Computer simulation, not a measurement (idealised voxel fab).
process module | voxel spacer lines
cross-section cut | 260 nm wide | cells 5 nm
A cross-section is a grid of square cells, given in bands from the top down. A band is one or more rows of cells.
Each band's line starts with the height of the band's top and of its bottom, in nm. Then come its materials from left to right, each with its width in nm. One material with "throughout" fills the band from edge to edge. "air" is empty space.
Height 0 is the level under which the wafer as received is all one material. The lowest band goes on downwards, as in "0 down".
A width such as "30 to 40" changes by the same amount from each row of cells to the next, from the band's top row to its bottom row.
"no change" after a step means that no cell of the cross-section changed.
closed voids: empty space of 8 cells or more with no open way to the top, each as width x height at its distance from the left edge, in nm
after a step's settings: what the simulator itself notes on the step
overlay nm, on a step with a mask: how far to the right of its planned place the mask lay; to the left if negative
plan
1 op RECEIVE | material Si
2 op CONFORMAL_DEP | material Al2O3 | thk nm 10
3 op DIRECTIONAL_DEP | material SiN | thk nm 10
4 op DIRECTIONAL_DEP | material aC | thk nm 25
5 op PATTERN | tone cover | mask id MANDREL | material resist | width nm 25 | pitch nm 70 | thk nm 35 | overlay nm -15
6 op DIRECTIONAL_ETCH | etch materials aC | depth nm 25
7 op STRIP | etch materials resist
8 op CONFORMAL_DEP | material SiO2 | thk nm 10
9 op DIRECTIONAL_ETCH | etch materials SiO2 | depth nm 10
10 op STRIP | etch materials aC
11 op DIRECTIONAL_ETCH | etch materials SiN | depth nm 10
12 op STRIP | etch materials SiO2
varied across the wafers: overlay nm of step 5. The plan shows the first wafer's value. All wafers start alike
first wafer as received, after step 1
  0 down: Si throughout
  closed voids: none
first wafer at the end, after step 12
  20 to 10: air 20 | SiN 10 | air 25 | SiN 10 | air 25 | SiN 10 | air 25 | SiN 10 | air 25 | SiN 10 | air 25 | SiN 10 | air 55
  10 to 0: Al2O3 throughout
  0 down: Si throughout
  closed voids: none
last wafer at the end
  20 to 10: air 50 | SiN 10 | air 25 | SiN 10 | air 25 | SiN 10 | air 25 | SiN 10 | air 25 | SiN 10 | air 25 | SiN 10 | air 25
  10 to 0: Al2O3 throughout
  0 down: Si throughout
  closed voids: none
each wafer at the end: cells of each material gained (+) or lost (-) since it was received, then its closed voids
overlay nm -15 | +104 Al2O3 | +24 SiN | closed voids: none
overlay nm -10 | +104 Al2O3 | +24 SiN | closed voids: none
overlay nm -5 | +104 Al2O3 | +24 SiN | closed voids: none
overlay nm 0 | +104 Al2O3 | +24 SiN | closed voids: none
overlay nm 5 | +104 Al2O3 | +24 SiN | closed voids: none
overlay nm 10 | +104 Al2O3 | +24 SiN | closed voids: none
overlay nm 15 | +104 Al2O3 | +24 SiN | closed voids: none
